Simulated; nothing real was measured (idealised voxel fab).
Proc. module: voxel ribs on slabs
cross-section cut | 255 nm wide | cells 5 nm
Throughout this document, each cross-section is represented as a grid of square cells and is presented as a sequence of bands enumerated from the top downward, where a band comprises one or more rows of cells. Each band's line starts with the height of the band's top and of its bottom, in nm. Then come its materials from left to right, each with its width in nm. One material with "edge to edge" fills the band from edge to edge. "air" is empty space. Measure heights from 0. That's the level where, below it, the as-received wafer is all one material. The lowest band is bottomless and extends downward; write it as in "from 0 down". Per-row width for "30..40": begins at first number (top row of band), ends at second number (bottom row), increment between rows held constant. The designation "no alterations made", where it is given for a processing step, indicates that no cell of the cross-section was altered in the course of that step. In "Unvented voids" the enclosed voids are listed, meaning empty spaces of 8 cells or larger without any opening to the top. The form is width x height at distance, distance from the left edge, units nm. Read whatever lies past the settings on a step's line as the simulator's own remark about the step. overlay nm: right-of-plan distance of the mask on a masked step; negative values mean left-of-plan.
### Steps planned for the process
| 1 | RECEIVE,material Si |
| 2 | DIRECTIONAL_DEP,material SiO2,thk nm 30 |
| 3 | DIRECTIONAL_DEP,material polySi,thk nm 25 |
| 4 | MASKED_ETCH,tone cover,mask id RIB,width nm 15,etch materials polySi,depth nm 5,overlay nm 0 |
| 5 | MASKED_ETCH,tone cover,mask id SLAB,width nm 75,etch materials polySi,depth nm 20,overlay nm 0 |
| 6 | FILL_DEP,material SiO2,thk nm 20 |
| 7 | CMP,height nm 65 |
| 8 | DIRECTIONAL_DEP,material TiN,thk nm 5 |
| 9 | DIRECTIONAL_DEP,material aC,thk nm 15 |
| 10 | PATTERN,tone cover,mask id HEATER,material resist,width nm 25,thk nm 30,overlay nm 0 |
| 11 | DIRECTIONAL_ETCH,etch materials aC,depth nm 15 |
| 12 | STRIP,etch materials resist |
| 13 | DIRECTIONAL_ETCH,etch materials TiN,depth nm 5 |
| 14 | STRIP,etch materials aC |
| 15 | CONFORMAL_DEP,material SiO2,thk nm 10 |
### Wafer at receipt (post step 1), cross-section
* from 0 down: Si edge to edge
* Unvented voids: none
### End state of the module in cross-section, given the above starting point and plan and one mistake in execution
* from 80 to 75: 105 nm air  45 nm SiO2  105 nm air
* from 75 to 70: SiO2 edge to edge
* from 70 to 65: 115 nm SiO2  25 nm TiN  115 nm SiO2
* from 65 to 55: SiO2 edge to edge
* from 55 to 50: 120 nm SiO2  15 nm polySi  120 nm SiO2
* from 50 to 30: 85 nm SiO2  75 nm polySi  95 nm SiO2
* from 30 to 0: SiO2 edge to edge
* from 0 down: Si edge to edge
* Unvented voids: none
What was the processing mistake? step 5 went in with a setting other than planned; the actual run was MASKED_ETCH,tone cover,mask id SLAB,width nm 75,etch materials polySi,depth nm 20,overlay nm -5
